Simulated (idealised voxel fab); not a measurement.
Process module in this document: voxel self aligned vias
cross-section cut | 230 nm wide | cells 5 nm
When this document writes out a cross-section, it uses a grid of square cells and lists it as bands, beginning at the top and moving down, with a band standing for one or more rows of cells. Top, bottom (nm), then materials left to right with widths (nm); lone material tagged "everywhere" fills the whole band edge to edge; "blank" = empty space. Below 0: as-received wafer, all one material; heights counted from there. Lowest band: no bottom, goes on down, written "0 down". Width "30..40": first value at the band's top row of cells, second value at its bottom row, equal change from row to row. Where the words "nothing different" appear for a step, the cross-section shows no cell changed by that step; every cell remained as before. The label "Fully sealed voids" introduces a list of the empty spaces, 8 cells or larger, that have no open way up to the top; each entry in it reads width x height at distance, where the distance is taken from the left edge and all three are stated in nm. Read whatever lies past the settings on a step's line as the simulator's own remark about the step. "overlay nm" on a masked step: distance the mask lay right of its planned place, negative for left. Read each pair as before and after one process step. The after cross-section shows only down to the lowest band that changed. The step between them and its settings are given below the pair. Pairs can come from different runs of this module on the same starting wafer. A pair continues from the pair above only where its "Pre-step view" entry says so.
Pre-step view:
  0 down  Si everywhere
  Fully sealed voids: none
State After Step:
  10 to 0  SiO2 everywhere
  Everything below 0 is unchanged.
  Fully sealed voids: none
Step applied between the pre-step and post-step cross-sections shown above: CONFORMAL_DEP [material SiO2] [thk nm 10]
Pre-step view: Please consult the pair immediately above; the cross-section it shows after its step is the state before this step.
State After Step:
  15 to 10  SiCN everywhere
  Everything below 10 is unchanged.
  Fully sealed voids: none
Step applied between the pre-step and post-step cross-sections shown above: CONFORMAL_DEP [material SiCN] [thk nm 5]
Pre-step view: Please consult the pair immediately above; the cross-section it shows after its step is the state before this step.
State After Step:
  45 to 15  SiO2 everywhere
  Everything below 15 is unchanged.
  Fully sealed voids: none
Step applied between the pre-step and post-step cross-sections shown above: DIRECTIONAL_DEP [material SiO2] [thk nm 30]
Pre-step view: Please consult the pair immediately above; the cross-section it shows after its step is the state before this step.
State After Step:
  60 to 45  aC everywhere
  Everything below 45 is unchanged.
  Fully sealed voids: none
Step applied between the pre-step and post-step cross-sections shown above: DIRECTIONAL_DEP [material aC] [thk nm 15]
Pre-step view: Please consult the pair immediately above; the cross-section it shows after its step is the state before this step.
State After Step:
  90 to 60  45 of resist, 25 of blank, 30 of resist, 25 of blank, 30 of resist, 25 of blank, 50 of resist
  Everything below 60 is unchanged.
  Fully sealed voids: none
Step applied between the pre-step and post-step cross-sections shown above: PATTERN [tone open] [mask id LINES] [material resist] [width nm 25] [pitch nm 55] [thk nm 30] [overlay nm 0]
Pre-step view: Please consult the pair immediately above; the cross-section it shows after its step is the state before this step.
State After Step:
  75 to 60  45 of resist, 25 of blank, 30 of resist, 25 of blank, 30 of resist, 25 of blank, 50 of resist
  60 to 45  45 of aC, 25 of blank, 30 of aC, 25 of blank, 30 of aC, 25 of blank, 50 of aC
  Everything below 45 is unchanged.
  Fully sealed voids: none
Step applied between the pre-step and post-step cross-sections shown above: DIRECTIONAL_ETCH [etch materials aC] [depth nm 15]
Pre-step view: Please consult the pair immediately above; the cross-section it shows after its step is the state before this step.
State After Step:
  60 to 45  45 of aC, 25 of blank, 30 of aC, 25 of blank, 30 of aC, 25 of blank, 50 of aC
  Everything below 45 is unchanged.
  Fully sealed voids: none
Step applied between the pre-step and post-step cross-sections shown above: STRIP [etch materials resist]
Pre-step view: Please consult the pair immediately above; the cross-section it shows after its step is the state before this step.
State After Step:
  60 to 45  45 of aC, 25 of blank, 30 of aC, 25 of blank, 30 of aC, 25 of blank, 50 of aC
  45 to 15  45 of SiO2, 25 of blank, 30 of SiO2, 25 of blank, 30 of SiO2, 25 of blank, 50 of SiO2
  Everything below 15 is unchanged.
  Fully sealed voids: none
Step applied between the pre-step and post-step cross-sections shown above: DIRECTIONAL_ETCH [etch materials SiO2] [depth nm 30]
Pre-step view: Please consult the pair immediately above; the cross-section it shows after its step is the state before this step.
State After Step:
  45 to 15  45 of SiO2, 25 of blank, 30 of SiO2, 25 of blank, 30 of SiO2, 25 of blank, 50 of SiO2
  Everything below 15 is unchanged.
  Fully sealed voids: none
Step applied between the pre-step and post-step cross-sections shown above: STRIP [etch materials aC]
Pre-step view: Please consult the pair immediately above; the cross-section it shows after its step is the state before this step.
State After Step:
  50 to 45  50 of TiN, 15 of blank, 40 of TiN, 15 of blank, 40 of TiN, 15 of blank, 55 of TiN
  45 to 20  45 of SiO2, 5 of TiN, 15 of blank, 5 of TiN, 30 of SiO2, 5 of TiN, 15 of blank, 5 of TiN, 30 of SiO2, 5 of TiN, 15 of blank, 5 of TiN, 50 of SiO2
  20 to 15  45 of SiO2, 25 of TiN, 30 of SiO2, 25 of TiN, 30 of SiO2, 25 of TiN, 50 of SiO2
  Everything below 15 is unchanged.
  Fully sealed voids: none
Step applied between the pre-step and post-step cross-sections shown above: CONFORMAL_DEP [material TiN] [thk nm 5]
Pre-step view: Please consult the pair immediately above; the cross-section it shows after its step is the state before this step.
State After Step:
  55 to 50  W everywhere
  50 to 45  50 of TiN, 15 of W, 40 of TiN, 15 of W, 40 of TiN, 15 of W, 55 of TiN
  45 to 20  45 of SiO2, 5 of TiN, 15 of W, 5 of TiN, 30 of SiO2, 5 of TiN, 15 of W, 5 of TiN, 30 of SiO2, 5 of TiN, 15 of W, 5 of TiN, 50 of SiO2
  Everything below 20 is unchanged.
  Fully sealed voids: none
Step applied between the pre-step and post-step cross-sections shown above: FILL_DEP [material W] [thk nm 5]
Pre-step view: Please consult the pair immediately above; the cross-section it shows after its step is the state before this step.
State After Step:
  45 to 20  45 of SiO2, 5 of TiN, 15 of W, 5 of TiN, 30 of SiO2, 5 of TiN, 15 of W, 5 of TiN, 30 of SiO2, 5 of TiN, 15 of W, 5 of TiN, 50 of SiO2
  Everything below 20 is unchanged.
  Fully sealed voids: none
Step applied between the pre-step and post-step cross-sections shown above: CMP [height nm 45]
Pre-step view: Please consult the pair immediately above; the cross-section it shows after its step is the state before this step.
State After Step:
  45 to 35  45 of SiO2, 25 of blank, 30 of SiO2, 25 of blank, 30 of SiO2, 25 of blank, 50 of SiO2
  Everything below 35 is unchanged.
  Fully sealed voids: none
Step applied between the pre-step and post-step cross-sections shown above: SELECTIVE_ETCH [etch materials W Ru TiN] [depth nm 10]
Pre-step view: Please consult the pair immediately above; the cross-section it shows after its step is the state before this step.
State After Step:
  50 to 45  SiN everywhere
  45 to 35  45 of SiO2, 25 of SiN, 30 of SiO2, 25 of SiN, 30 of SiO2, 25 of SiN, 50 of SiO2
  Everything below 35 is unchanged.
  Fully sealed voids: none
Step applied between the pre-step and post-step cross-sections shown above: FILL_DEP [material SiN] [thk nm 5]
Pre-step view: Please consult the pair immediately above; the cross-section it shows after its step is the state before this step.
State After Step:
  45 to 35  45 of SiO2, 25 of SiN, 30 of SiO2, 25 of SiN, 30 of SiO2, 25 of SiN, 50 of SiO2
  Everything below 35 is unchanged.
  Fully sealed voids: none
Step applied between the pre-step and post-step cross-sections shown above: CMP [height nm 45]
Pre-step view: Please consult the pair immediately above; the cross-section it shows after its step is the state before this step.
State After Step:
  60 to 45  SiO2 everywhere
  Everything below 45 is unchanged.
  Fully sealed voids: none
Step applied between the pre-step and post-step cross-sections shown above: DIRECTIONAL_DEP [material SiO2] [thk nm 15]
Pre-step view: Please consult the pair immediately above; the cross-section it shows after its step is the state before this step.
State After Step:
  70 to 60  aC everywhere
  Everything below 60 is unchanged.
  Fully sealed voids: none
Step applied between the pre-step and post-step cross-sections shown above: DIRECTIONAL_DEP [material aC] [thk nm 10]
Pre-step view: Please consult the pair immediately above; the cross-section it shows after its step is the state before this step.
State After Step:
  95 to 70  40 of resist, 35 of blank, 20 of resist, 35 of blank, 20 of resist, 35 of blank, 45 of resist
  Everything below 70 is unchanged.
  Fully sealed voids: none
Step applied between the pre-step and post-step cross-sections shown above: PATTERN [tone open] [mask id VIAS] [material resist] [width nm 35] [pitch nm 55] [thk nm 25] [overlay nm 0]
Pre-step view: Please consult the pair immediately above; the cross-section it shows after its step is the state before this step.
State After Step:
  85 to 70  40 of resist, 35 of blank, 20 of resist, 35 of blank, 20 of resist, 35 of blank, 45 of resist
  70 to 60  40 of aC, 35 of blank, 20 of aC, 35 of blank, 20 of aC, 35 of blank, 45 of aC
  Everything below 60 is unchanged.
  Fully sealed voids: none
Step applied between the pre-step and post-step cross-sections shown above: DIRECTIONAL_ETCH [etch materials aC] [depth nm 10]
Pre-step view: Please consult the pair immediately above; the cross-section it shows after its step is the state before this step.
State After Step:
  70 to 60  40 of aC, 35 of blank, 20 of aC, 35 of blank, 20 of aC, 35 of blank, 45 of aC
  Everything below 60 is unchanged.
  Fully sealed voids: none
Step applied between the pre-step and post-step cross-sections shown above: STRIP [etch materials resist]
Pre-step view: Please consult the pair immediately above; the cross-section it shows after its step is the state before this step.
State After Step:
  70 to 60  40 of aC, 35 of blank, 20 of aC, 35 of blank, 20 of aC, 35 of blank, 45 of aC
  60 to 45  40 of SiO2, 35 of blank, 20 of SiO2, 35 of blank, 20 of SiO2, 35 of blank, 45 of SiO2
  Everything below 45 is unchanged.
  Fully sealed voids: none
Step applied between the pre-step and post-step cross-sections shown above: DIRECTIONAL_ETCH [etch materials SiO2] [depth nm 15]
Pre-step view: Please consult the pair immediately above; the cross-section it shows after its step is the state before this step.
State After Step:
  70 to 60  40 of aC, 35 of blank, 20 of aC, 35 of blank, 20 of aC, 35 of blank, 45 of aC
  60 to 45  40 of SiO2, 35 of blank, 20 of SiO2, 35 of blank, 20 of SiO2, 35 of blank, 45 of SiO2
  45 to 35  45 of SiO2, 25 of blank, 30 of SiO2, 25 of blank, 30 of SiO2, 25 of blank, 50 of SiO2
  Everything below 35 is unchanged.
  Fully sealed voids: none
Step applied between the pre-step and post-step cross-sections shown above: DIRECTIONAL_ETCH [etch materials SiN] [depth nm 10]
Pre-step view: Please consult the pair immediately above; the cross-section it shows after its step is the state before this step.
State After Step:
  60 to 45  40 of SiO2, 35 of blank, 20 of SiO2, 35 of blank, 20 of SiO2, 35 of blank, 45 of SiO2
  Everything below 45 is unchanged.
  Fully sealed voids: none
Step applied between the pre-step and post-step cross-sections shown above: STRIP [etch materials aC]
Pre-step view: Please consult the pair immediately above; the cross-section it shows after its step is the state before this step.
State After Step:
  65 to 60  45 of TiN, 25 of blank, 30 of TiN, 25 of blank, 30 of TiN, 25 of blank, 50 of TiN
  60 to 50  40 of SiO2, 5 of TiN, 25 of blank, 5 of TiN, 20 of SiO2, 5 of TiN, 25 of blank, 5 of TiN, 20 of SiO2, 5 of TiN, 25 of blank, 5 of TiN, 45 of SiO2
  50 to 40  40..45 of SiO2, 10..5 of TiN, 15 of blank, 10..5 of TiN, 20..30 of SiO2, 10..5 of TiN, 15 of blank, 10..5 of TiN, 20..30 of SiO2, 10..5 of TiN, 15 of blank, 10..5 of TiN, 45..50 of SiO2
  40 to 35  45 of SiO2, 25 of TiN, 30 of SiO2, 25 of TiN, 30 of SiO2, 25 of TiN, 50 of SiO2
  Everything below 35 is unchanged.
  Fully sealed voids: none
Step applied between the pre-step and post-step cross-sections shown above: CONFORMAL_DEP [material TiN] [thk nm 5]
Pre-step view: Please consult the pair immediately above; the cross-section it shows after its step is the state before this step.
State After Step:
  70 to 65  Ru everywhere
  65 to 60  45 of TiN, 25 of Ru, 30 of TiN, 25 of Ru, 30 of TiN, 25 of Ru, 50 of TiN
  60 to 50  40 of SiO2, 5 of TiN, 25 of Ru, 5 of TiN, 20 of SiO2, 5 of TiN, 25 of Ru, 5 of TiN, 20 of SiO2, 5 of TiN, 25 of Ru, 5 of TiN, 45 of SiO2
  50 to 40  40..45 of SiO2, 10..5 of TiN, 15 of Ru, 10..5 of TiN, 20..30 of SiO2, 10..5 of TiN, 15 of Ru, 10..5 of TiN, 20..30 of SiO2, 10..5 of TiN, 15 of Ru, 10..5 of TiN, 45..50 of SiO2
  Everything below 40 is unchanged.
  Fully sealed voids: none
Step applied between the pre-step and post-step cross-sections shown above: FILL_DEP [material Ru] [thk nm 5]
Pre-step view: Please consult the pair immediately above; the cross-section it shows after its step is the state before this step.
State After Step:
  60 to 50  40 of SiO2, 5 of TiN, 25 of Ru, 5 of TiN, 20 of SiO2, 5 of TiN, 25 of Ru, 5 of TiN, 20 of SiO2, 5 of TiN, 25 of Ru, 5 of TiN, 45 of SiO2
  Everything below 50 is unchanged.
  Fully sealed voids: none
Step applied between the pre-step and post-step cross-sections shown above: CMP [height nm 60]
Pre-step view: Please consult the pair immediately above; the cross-section it shows after its step is the state before this step.
State After Step:
  65 to 60  SiCN everywhere
  Everything below 60 is unchanged.
  Fully sealed voids: none
Step applied between the pre-step and post-step cross-sections shown above: CONFORMAL_DEP [material SiCN] [thk nm 5]
Pre-step view:
  10 to 0  SiO2 everywhere
  0 down  Si everywhere
  Fully sealed voids: none
State After Step:
  40 to 0  SiO2 everywhere
  Everything below 0 is unchanged.
  Fully sealed voids: none
Step applied between the pre-step and post-step cross-sections shown above: DIRECTIONAL_DEP [material SiO2] [thk nm 30]
Pre-step view: Please consult the pair immediately above; the cross-section it shows after its step is the state before this step.
State After Step:
  55 to 40  aC everywhere
  Everything below 40 is unchanged.
  Fully sealed voids: none
Step applied between the pre-step and post-step cross-sections shown above: DIRECTIONAL_DEP [material aC] [thk nm 15]
Pre-step view: Please consult the pair immediately above; the cross-section it shows after its step is the state before this step.
State After Step:
  85 to 55  45 of resist, 25 of blank, 30 of resist, 25 of blank, 30 of resist, 25 of blank, 50 of resist
  Everything below 55 is unchanged.
  Fully sealed voids: none
Step applied between the pre-step and post-step cross-sections shown above: PATTERN [tone open] [mask id LINES] [material resist] [width nm 25] [pitch nm 55] [thk nm 30] [overlay nm 0]
Pre-step view: Please consult the pair immediately above; the cross-section it shows after its step is the state before this step.
State After Step:
  70 to 55  45 of resist, 25 of blank, 30 of resist, 25 of blank, 30 of resist, 25 of blank, 50 of resist
  55 to 40  45 of aC, 25 of blank, 30 of aC, 25 of blank, 30 of aC, 25 of blank, 50 of aC
  Everything below 40 is unchanged.
  Fully sealed voids: none
Step applied between the pre-step and post-step cross-sections shown above: DIRECTIONAL_ETCH [etch materials aC] [depth nm 15]
Pre-step view: Please consult the pair immediately above; the cross-section it shows after its step is the state before this step.
State After Step:
  55 to 40  45 of aC, 25 of blank, 30 of aC, 25 of blank, 30 of aC, 25 of blank, 50 of aC
  Everything below 40 is unchanged.
  Fully sealed voids: none
Step applied between the pre-step and post-step cross-sections shown above: STRIP [etch materials resist]
Pre-step view: Please consult the pair immediately above; the cross-section it shows after its step is the state before this step.
State After Step:
  55 to 40  45 of aC, 25 of blank, 30 of aC, 25 of blank, 30 of aC, 25 of blank, 50 of aC
  40 to 10  45 of SiO2, 25 of blank, 30 of SiO2, 25 of blank, 30 of SiO2, 25 of blank, 50 of SiO2
  Everything below 10 is unchanged.
  Fully sealed voids: none
Step applied between the pre-step and post-step cross-sections shown above: DIRECTIONAL_ETCH [etch materials SiO2] [depth nm 30]
Pre-step view: Please consult the pair immediately above; the cross-section it shows after its step is the state before this step.
State After Step:
  40 to 10  45 of SiO2, 25 of blank, 30 of SiO2, 25 of blank, 30 of SiO2, 25 of blank, 50 of SiO2
  Everything below 10 is unchanged.
  Fully sealed voids: none
Step applied between the pre-step and post-step cross-sections shown above: STRIP [etch materials aC]
Pre-step view: Please consult the pair immediately above; the cross-section it shows after its step is the state before this step.
State After Step:
  45 to 40  50 of TiN, 15 of blank, 40 of TiN, 15 of blank, 40 of TiN, 15 of blank, 55 of TiN
  40 to 15  45 of SiO2, 5 of TiN, 15 of blank, 5 of TiN, 30 of SiO2, 5 of TiN, 15 of blank, 5 of TiN, 30 of SiO2, 5 of TiN, 15 of blank, 5 of TiN, 50 of SiO2
  15 to 10  45 of SiO2, 25 of TiN, 30 of SiO2, 25 of TiN, 30 of SiO2, 25 of TiN, 50 of SiO2
  Everything below 10 is unchanged.
  Fully sealed voids: none
Step applied between the pre-step and post-step cross-sections shown above: CONFORMAL_DEP [material TiN] [thk nm 5]
Pre-step view: Please consult the pair immediately above; the cross-section it shows after its step is the state before this step.
State After Step:
  50 to 45  W everywhere
  45 to 40  50 of TiN, 15 of W, 40 of TiN, 15 of W, 40 of TiN, 15 of W, 55 of TiN
  40 to 15  45 of SiO2, 5 of TiN, 15 of W, 5 of TiN, 30 of SiO2, 5 of TiN, 15 of W, 5 of TiN, 30 of SiO2, 5 of TiN, 15 of W, 5 of TiN, 50 of SiO2
  Everything below 15 is unchanged.
  Fully sealed voids: none
Step applied between the pre-step and post-step cross-sections shown above: FILL_DEP [material W] [thk nm 5]
Pre-step view: Please consult the pair immediately above; the cross-section it shows after its step is the state before this step.
State After Step:
  45 to 40  50 of TiN, 15 of W, 40 of TiN, 15 of W, 40 of TiN, 15 of W, 55 of TiN
  Everything below 40 is unchanged.
  Fully sealed voids: none
Step applied between the pre-step and post-step cross-sections shown above: CMP [height nm 45]
Pre-step view: Please consult the pair immediately above; the cross-section it shows after its step is the state before this step.
State After Step:
  40 to 35  45 of SiO2, 25 of blank, 30 of SiO2, 25 of blank, 30 of SiO2, 25 of blank, 50 of SiO2
  Everything below 35 is unchanged.
  Fully sealed voids: none
Step applied between the pre-step and post-step cross-sections shown above: SELECTIVE_ETCH [etch materials W Ru TiN] [depth nm 10]
Pre-step view: Please consult the pair immediately above; the cross-section it shows after its step is the state before this step.
State After Step:
  45 to 40  SiN everywhere
  40 to 35  45 of SiO2, 25 of SiN, 30 of SiO2, 25 of SiN, 30 of SiO2, 25 of SiN, 50 of SiO2
  Everything below 35 is unchanged.
  Fully sealed voids: none
Step applied between the pre-step and post-step cross-sections shown above: FILL_DEP [material SiN] [thk nm 5]
Pre-step view: Please consult the pair immediately above; the cross-section it shows after its step is the state before this step.
State After Step:
  60 to 45  SiO2 everywhere
  Everything below 45 is unchanged.
  Fully sealed voids: none
Step applied between the pre-step and post-step cross-sections shown above: DIRECTIONAL_DEP [material SiO2] [thk nm 15]
Pre-step view: Please consult the pair immediately above; the cross-section it shows after its step is the state before this step.
State After Step:
  70 to 60  aC everywhere
  Everything below 60 is unchanged.
  Fully sealed voids: none
Step applied between the pre-step and post-step cross-sections shown above: DIRECTIONAL_DEP [material aC] [thk nm 10]
Pre-step view: Please consult the pair immediately above; the cross-section it shows after its step is the state before this step.
State After Step:
  95 to 70  40 of resist, 35 of blank, 20 of resist, 35 of blank, 20 of resist, 35 of blank, 45 of resist
  Everything below 70 is unchanged.
  Fully sealed voids: none
Step applied between the pre-step and post-step cross-sections shown above: PATTERN [tone open] [mask id VIAS] [material resist] [width nm 35] [pitch nm 55] [thk nm 25] [overlay nm 0]
Pre-step view: Please consult the pair immediately above; the cross-section it shows after its step is the state before this step.
State After Step:
  85 to 70  40 of resist, 35 of blank, 20 of resist, 35 of blank, 20 of resist, 35 of blank, 45 of resist
  70 to 60  40 of aC, 35 of blank, 20 of aC, 35 of blank, 20 of aC, 35 of blank, 45 of aC
  Everything below 60 is unchanged.
  Fully sealed voids: none
Step applied between the pre-step and post-step cross-sections shown above: DIRECTIONAL_ETCH [etch materials aC] [depth nm 10]
Pre-step view: Please consult the pair immediately above; the cross-section it shows after its step is the state before this step.
State After Step:
  70 to 60  40 of aC, 35 of blank, 20 of aC, 35 of blank, 20 of aC, 35 of blank, 45 of aC
  Everything below 60 is unchanged.
  Fully sealed voids: none
Step applied between the pre-step and post-step cross-sections shown above: STRIP [etch materials resist]
Pre-step view: Please consult the pair immediately above; the cross-section it shows after its step is the state before this step.
State After Step:
  70 to 60  40 of aC, 35 of blank, 20 of aC, 35 of blank, 20 of aC, 35 of blank, 45 of aC
  60 to 45  40 of SiO2, 35 of blank, 20 of SiO2, 35 of blank, 20 of SiO2, 35 of blank, 45 of SiO2
  Everything below 45 is unchanged.
  Fully sealed voids: none
Step applied between the pre-step and post-step cross-sections shown above: DIRECTIONAL_ETCH [etch materials SiO2] [depth nm 15]
Pre-step view: Please consult the pair immediately above; the cross-section it shows after its step is the state before this step.
State After Step:
  70 to 60  40 of aC, 35 of blank, 20 of aC, 35 of blank, 20 of aC, 35 of blank, 45 of aC
  60 to 45  40 of SiO2, 35 of blank, 20 of SiO2, 35 of blank, 20 of SiO2, 35 of blank, 45 of SiO2
  45 to 40  40 of SiN, 35 of blank, 20 of SiN, 35 of blank, 20 of SiN, 35 of blank, 45 of SiN
  40 to 35  45 of SiO2, 25 of blank, 30 of SiO2, 25 of blank, 30 of SiO2, 25 of blank, 50 of SiO2
  Everything below 35 is unchanged.
  Fully sealed voids: none
Step applied between the pre-step and post-step cross-sections shown above: DIRECTIONAL_ETCH [etch materials SiN] [depth nm 10]
Pre-step view: Please consult the pair immediately above; the cross-section it shows after its step is the state before this step.
State After Step:
  60 to 45  40 of SiO2, 35 of blank, 20 of SiO2, 35 of blank, 20 of SiO2, 35 of blank, 45 of SiO2
  Everything below 45 is unchanged.
  Fully sealed voids: none
Step applied between the pre-step and post-step cross-sections shown above: STRIP [etch materials aC]
Pre-step view: Please consult the pair immediately above; the cross-section it shows after its step is the state before this step.
State After Step:
  65 to 60  45 of TiN, 25 of blank, 30 of TiN, 25 of blank, 30 of TiN, 25 of blank, 50 of TiN
  60 to 45  40 of SiO2, 5 of TiN, 25 of blank, 5 of TiN, 20 of SiO2, 5 of TiN, 25 of blank, 5 of TiN, 20 of SiO2, 5 of TiN, 25 of blank, 5 of TiN, 45 of SiO2
  45 to 40  40 of SiN, 10 of TiN, 15 of blank, 10 of TiN, 20 of SiN, 10 of TiN, 15 of blank, 10 of TiN, 20 of SiN, 10 of TiN, 15 of blank, 10 of TiN, 45 of SiN
  40 to 35  45 of SiO2, 25 of TiN, 30 of SiO2, 25 of TiN, 30 of SiO2, 25 of TiN, 50 of SiO2
  Everything below 35 is unchanged.
  Fully sealed voids: none
Step applied between the pre-step and post-step cross-sections shown above: CONFORMAL_DEP [material TiN] [thk nm 5]
Pre-step view: Please consult the pair immediately above; the cross-section it shows after its step is the state before this step.
State After Step:
  70 to 65  Ru everywhere
  65 to 60  45 of TiN, 25 of Ru, 30 of TiN, 25 of Ru, 30 of TiN, 25 of Ru, 50 of TiN
  60 to 45  40 of SiO2, 5 of TiN, 25 of Ru, 5 of TiN, 20 of SiO2, 5 of TiN, 25 of Ru, 5 of TiN, 20 of SiO2, 5 of TiN, 25 of Ru, 5 of TiN, 45 of SiO2
  45 to 40  40 of SiN, 10 of TiN, 15 of Ru, 10 of TiN, 20 of SiN, 10 of TiN, 15 of Ru, 10 of TiN, 20 of SiN, 10 of TiN, 15 of Ru, 10 of TiN, 45 of SiN
  Everything below 40 is unchanged.
  Fully sealed voids: none
Step applied between the pre-step and post-step cross-sections shown above: FILL_DEP [material Ru] [thk nm 5]
Pre-step view: Please consult the pair immediately above; the cross-section it shows after its step is the state before this step.
State After Step:
  60 to 45  40 of SiO2, 5 of TiN, 25 of Ru, 5 of TiN, 20 of SiO2, 5 of TiN, 25 of Ru, 5 of TiN, 20 of SiO2, 5 of TiN, 25 of Ru, 5 of TiN, 45 of SiO2
  Everything below 45 is unchanged.
  Fully sealed voids: none
Step applied between the pre-step and post-step cross-sections shown above: CMP [height nm 60]
Pre-step view: Please consult the pair immediately above; the cross-section it shows after its step is the state before this step.
State After Step:
  65 to 60  SiCN everywhere
  Everything below 60 is unchanged.
  Fully sealed voids: none
Step applied between the pre-step and post-step cross-sections shown above: CONFORMAL_DEP [material SiCN] [thk nm 5]
Pre-step view:
  70 to 60  40 of aC, 35 of blank, 20 of aC, 35 of blank, 20 of aC, 35 of blank, 45 of aC
  60 to 45  40 of SiO2, 35 of blank, 20 of SiO2, 35 of blank, 20 of SiO2, 35 of blank, 45 of SiO2
  45 to 35  45 of SiO2, 25 of SiN, 30 of SiO2, 25 of SiN, 30 of SiO2, 25 of SiN, 50 of SiO2
  35 to 20  45 of SiO2, 5 of TiN, 15 of W, 5 of TiN, 30 of SiO2, 5 of TiN, 15 of W, 5 of TiN, 30 of SiO2, 5 of TiN, 15 of W, 5 of TiN, 50 of SiO2
  20 to 15  45 of SiO2, 25 of TiN, 30 of SiO2, 25 of TiN, 30 of SiO2, 25 of TiN, 50 of SiO2
  15 to 10  SiCN everywhere
  10 to 0  SiO2 everywhere
  0 down  Si everywhere
  Fully sealed voids: none
State After Step:
  70 to 60  40 of aC, 35 of blank, 20 of aC, 35 of blank, 20 of aC, 35 of blank, 45 of aC
  60 to 45  40 of SiO2, 35 of blank, 20 of SiO2, 35 of blank, 20 of SiO2, 35 of blank, 45 of SiO2
  45 to 35  40 of SiO2, 5 of blank, 25 of SiN, 5 of blank, 20 of SiO2, 5 of blank, 25 of SiN, 5 of blank, 20 of SiO2, 5 of blank, 25 of SiN, 5 of blank, 45 of SiO2
  35 to 30  40 of SiO2, 5 of blank, 5 of TiN, 15 of W, 5 of TiN, 5 of blank, 20 of SiO2, 5 of blank, 5 of TiN, 15 of W, 5 of TiN, 5 of blank, 20 of SiO2, 5 of blank, 5 of TiN, 15 of W, 5 of TiN, 5 of blank, 45 of SiO2
  Everything below 30 is unchanged.
  Fully sealed voids: none
Step applied between the pre-step and post-step cross-sections shown above: DIRECTIONAL_ETCH [etch materials SiO2] [depth nm 15]
Pre-step view: Please consult the pair immediately above; the cross-section it shows after its step is the state before this step.
State After Step:
  70 to 60  40 of aC, 35 of blank, 20 of aC, 35 of blank, 20 of aC, 35 of blank, 45 of aC
  60 to 35  40 of SiO2, 35 of blank, 20 of SiO2, 35 of blank, 20 of SiO2, 35 of blank, 45 of SiO2
  Everything below 35 is unchanged.
  Fully sealed voids: none
Step applied between the pre-step and post-step cross-sections shown above: DIRECTIONAL_ETCH [etch materials SiN] [depth nm 10]
Pre-step view: Please consult the pair immediately above; the cross-section it shows after its step is the state before this step.
State After Step:
  60 to 35  40 of SiO2, 35 of blank, 20 of SiO2, 35 of blank, 20 of SiO2, 35 of blank, 45 of SiO2
  Everything below 35 is unchanged.
  Fully sealed voids: none
Step applied between the pre-step and post-step cross-sections shown above: STRIP [etch materials aC]
Pre-step view: Please consult the pair immediately above; the cross-section it shows after its step is the state before this step.
State After Step:
  65 to 60  45 of TiN, 25 of blank, 30 of TiN, 25 of blank, 30 of TiN, 25 of blank, 50 of TiN
  60 to 40  40 of SiO2, 5 of TiN, 25 of blank, 5 of TiN, 20 of SiO2, 5 of TiN, 25 of blank, 5 of TiN, 20 of SiO2, 5 of TiN, 25 of blank, 5 of TiN, 45 of SiO2
  40 to 35  40 of SiO2, 35 of TiN, 20 of SiO2, 35 of TiN, 20 of SiO2, 35 of TiN, 45 of SiO2
  35 to 30  40 of SiO2, 10 of TiN, 15 of W, 10 of TiN, 20 of SiO2, 10 of TiN, 15 of W, 10 of TiN, 20 of SiO2, 10 of TiN, 15 of W, 10 of TiN, 45 of SiO2
  Everything below 30 is unchanged.
  Fully sealed voids: none
Step applied between the pre-step and post-step cross-sections shown above: CONFORMAL_DEP [material TiN] [thk nm 5]
Pre-step view: Please consult the pair immediately above; the cross-section it shows after its step is the state before this step.
State After Step:
  70 to 65  Ru everywhere
  65 to 60  45 of TiN, 25 of Ru, 30 of TiN, 25 of Ru, 30 of TiN, 25 of Ru, 50 of TiN
  60 to 40  40 of SiO2, 5 of TiN, 25 of Ru, 5 of TiN, 20 of SiO2, 5 of TiN, 25 of Ru, 5 of TiN, 20 of SiO2, 5 of TiN, 25 of Ru, 5 of TiN, 45 of SiO2
  Everything below 40 is unchanged.
  Fully sealed voids: none
Step applied between the pre-step and post-step cross-sections shown above: FILL_DEP [material Ru] [thk nm 5]
Pre-step view: Please consult the pair immediately above; the cross-section it shows after its step is the state before this step.
State After Step:
  60 to 40  40 of SiO2, 5 of TiN, 25 of Ru, 5 of TiN, 20 of SiO2, 5 of TiN, 25 of Ru, 5 of TiN, 20 of SiO2, 5 of TiN, 25 of Ru, 5 of TiN, 45 of SiO2
  Everything below 40 is unchanged.
  Fully sealed voids: none
Step applied between the pre-step and post-step cross-sections shown above: CMP [height nm 60]
Pre-step view: Please consult the pair immediately above; the cross-section it shows after its step is the state before this step.
State After Step:
  65 to 60  SiCN everywhere
  Everything below 60 is unchanged.
  Fully sealed voids: none
Step applied between the pre-step and post-step cross-sections shown above: CONFORMAL_DEP [material SiCN] [thk nm 5]
Pre-step view:
  40 to 0  SiO2 everywhere
  0 down  Si everywhere
  Fully sealed voids: none
State After Step:
  45 to 40  SiCN everywhere
  Everything below 40 is unchanged.
  Fully sealed voids: none
Step applied between the pre-step and post-step cross-sections shown above: CONFORMAL_DEP [material SiCN] [thk nm 5]
Pre-step view: Please consult the pair immediately above; the cross-section it shows after its step is the state before this step.
State After Step:
  60 to 45  aC everywhere
  Everything below 45 is unchanged.
  Fully sealed voids: none
Step applied between the pre-step and post-step cross-sections shown above: DIRECTIONAL_DEP [material aC] [thk nm 15]
Pre-step view: Please consult the pair immediately above; the cross-section it shows after its step is the state before this step.
State After Step:
  90 to 60  45 of resist, 25 of blank, 30 of resist, 25 of blank, 30 of resist, 25 of blank, 50 of resist
  Everything below 60 is unchanged.
  Fully sealed voids: none
Step applied between the pre-step and post-step cross-sections shown above: PATTERN [tone open] [mask id LINES] [material resist] [width nm 25] [pitch nm 55] [thk nm 30] [overlay nm 0]
Pre-step view: Please consult the pair immediately above; the cross-section it shows after its step is the state before this step.
State After Step:
  75 to 60  45 of resist, 25 of blank, 30 of resist, 25 of blank, 30 of resist, 25 of blank, 50 of resist
  60 to 45  45 of aC, 25 of blank, 30 of aC, 25 of blank, 30 of aC, 25 of blank, 50 of aC
  Everything below 45 is unchanged.
  Fully sealed voids: none
Step applied between the pre-step and post-step cross-sections shown above: DIRECTIONAL_ETCH [etch materials aC] [depth nm 15]
Pre-step view: Please consult the pair immediately above; the cross-section it shows after its step is the state before this step.
State After Step:
  60 to 45  45 of aC, 25 of blank, 30 of aC, 25 of blank, 30 of aC, 25 of blank, 50 of aC
  Everything below 45 is unchanged.
  Fully sealed voids: none
Step applied between the pre-step and post-step cross-sections shown above: STRIP [etch materials resist]
Pre-step view: Please consult the pair immediately above; the cross-section it shows after its step is the state before this step.
State After Step:
  45 to 40  SiCN everywhere
  Everything below 40 is unchanged.
  Fully sealed voids: none
Step applied between the pre-step and post-step cross-sections shown above: STRIP [etch materials aC]
